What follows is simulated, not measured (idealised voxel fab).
The document below concerns the process module designated voxel ribs on slabs.
Section shown: cut. Width: 265 nm. Cell size: 5 nm, square.
Cross-section layout: square cells on a grid; listed as bands, top to bottom; a band spans one or more cell rows.
A band entry consists of two parts. The first gives the height of the band's top and the height of its bottom, in nm. The rest lists the band's materials from left to right, each with its width in nm. A single material labelled with the word "edge to edge" fills the band from edge to edge, and the word "air" marks empty space.
A quick word on heights: they are counted from 0, and under that level the wafer as it came to us is one material throughout. The lowest band is different from the rest in having no bottom; it simply continues downward, written as in "0 and below".
A two-number width, for instance "30..40", indicates that the width is equal to the first number in the top row of the band and to the second number in the bottom row, and that it changes by a constant amount per row of cells.
Reading "no modification" for a step: not a cell of the cross-section changed in it.
Entry "Closed void listing". Content: empty spaces with no open connection to the top, size 8 cells or greater. Each: width x height at distance. Distance: from left edge. Unit: nm.
The remark found on a step's line after its settings is issued by the simulator itself and pertains to that step.
Regarding "overlay nm": on a step with a mask, it is the distance the mask lay to the right of its planned place; a negative value places it to the left.

## The planned process steps are enumerated hereunder
1,RECEIVE, material Si
2,DIRECTIONAL_DEP, material SiO2, thk nm 20
3,DIRECTIONAL_DEP, material SiN, thk nm 25
4,PATTERN, tone cover, mask id RIB, material resist, width nm 15, thk nm 15, overlay nm 0
5,DIRECTIONAL_ETCH, etch materials SiN, depth nm 15
6,STRIP, etch materials resist
7,MASKED_ETCH, tone cover, mask id SLAB, width nm 65, etch materials SiN, depth nm 10, overlay nm 0
8,FILL_DEP, material SiO2, thk nm 30
9,CMP, height nm 65
10,DIRECTIONAL_DEP, material W, thk nm 5
11,DIRECTIONAL_DEP, material aC, thk nm 10
12,PATTERN, tone cover, mask id HEATER, material resist, width nm 25, thk nm 25, overlay nm 0
13,DIRECTIONAL_ETCH, etch materials aC, depth nm 10
14,STRIP, etch materials resist
15,DIRECTIONAL_ETCH, etch materials W, depth nm 5
16,STRIP, etch materials aC
17,CONFORMAL_DEP, material SiN, thk nm 10

## Step 1 complete: cross-section of the wafer as received
  0 and below: Si edge to edge
  Closed void listing: none

## What the wafer looks like in cross-section after this module, when it starts as shown above and follows the plan above but one mistake is made in running it
  85 down to 80: 110 air  45 SiN  110 air
  80 down to 75: SiN edge to edge
  75 down to 70: 120 SiN  25 W  120 SiN
  70 down to 45: SiO2 edge to edge
  45 down to 30: 125 SiO2  15 SiN  125 SiO2
  30 down to 20: 100 SiO2  65 SiN  100 SiO2
  20 down to 0: SiO2 edge to edge
  0 and below: Si edge to edge
  Closed void listing: none
What was done differently from what was planned? step 9 deviated from plan and actually ran as CMP, height nm 70
